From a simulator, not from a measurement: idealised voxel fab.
You're looking at the process module voxel ribs on slabs.
Square cells of 5 nm make up the cross-section cut, whose width is 190 nm.
Cross-section spec: square-cell grid; bands listed top down; each band is one or more rows. Heights first: top, then bottom, in nm. Then materials, left to right, each with a width in nm. "everywhere" on a single material: fills the band edge to edge. "empty": empty space. Height 0 is the level under which the wafer as received is all one material. The lowest band goes on downwards, as in "z 0 and below". Width "30..40": first value at the band's top row of cells, second value at its bottom row, equal change from row to row. "stayed the same" after a step means that no cell of the cross-section changed. "Closed void roster" lists enclosed empty spaces (at least 8 cells, no open path upward to the top), each as width x height at distance from the left edge, in nm. It should be noted that, on the line of a given step, the content following the step's settings is a remark produced by the simulator itself with respect to that step. The optional step-line setting "overlay nm" applies to steps with a mask and quantifies how far to the right of its planned location the mask lay, a negative value indicating leftward placement.
### Steps in the process plan
step 1: RECEIVE,material Si
step 2: DIRECTIONAL_DEP,material SiO2,thk nm 30
step 3: DIRECTIONAL_DEP,material polySi,thk nm 20
step 4: PATTERN,tone cover,mask id RIB,material resist,width nm 30,thk nm 20,overlay nm 0
step 5: DIRECTIONAL_ETCH,etch materials polySi,depth nm 15
step 6: STRIP,etch materials resist
step 7: PATTERN,tone cover,mask id SLAB,material resist,width nm 80,thk nm 15,overlay nm 0
step 8: DIRECTIONAL_ETCH,etch materials polySi,depth nm 5
step 9: STRIP,etch materials resist
step 10: FILL_DEP,material SiO2,thk nm 20
step 11: CMP,height nm 60
step 12: DIRECTIONAL_DEP,material W,thk nm 5
step 13: MASKED_ETCH,tone cover,mask id HEATER,width nm 40,etch materials W,depth nm 5,overlay nm 0
step 14: CONFORMAL_DEP,material SiO2,thk nm 5
### Cross-section of the incoming wafer, state after step 1
  z 0 and below: Si everywhere
  Closed void roster: none
### Sectioned view, first of two wafers, at the close of the module, processed as intended in the plan
  z 70 to 65: empty 70; SiO2 50; empty 70
  z 65 to 60: SiO2 75; W 40; SiO2 75
  z 60 to 50: SiO2 everywhere
  z 50 to 35: SiO2 80; polySi 30; SiO2 80
  z 35 to 30: SiO2 55; polySi 80; SiO2 55
  z 30 to 0: SiO2 everywhere
  z 0 and below: Si everywhere
  Closed void roster: none
### Now the second wafer, cross-sectioned at the end of the module. Nothing different at the start, nothing different in the plan compared with the first, just one mistake when it was actually run
  z 70 to 65: empty 70; SiO2 50; empty 70
  z 65 to 60: SiO2 75; W 40; SiO2 75
  z 60 to 50: W everywhere
  z 50 to 35: W 80; polySi 30; W 80
  z 35 to 30: W 55; polySi 80; W 55
  z 30 to 0: SiO2 everywhere
  z 0 and below: Si everywhere
  Closed void roster: none
Error vs. plan: planned and actual differ for step 10; actual: FILL_DEP,material W,thk nm 20
Heads up, by the end the second wafer has more or fewer cells of some materials compared to the first: -194 SiO2, +194 W
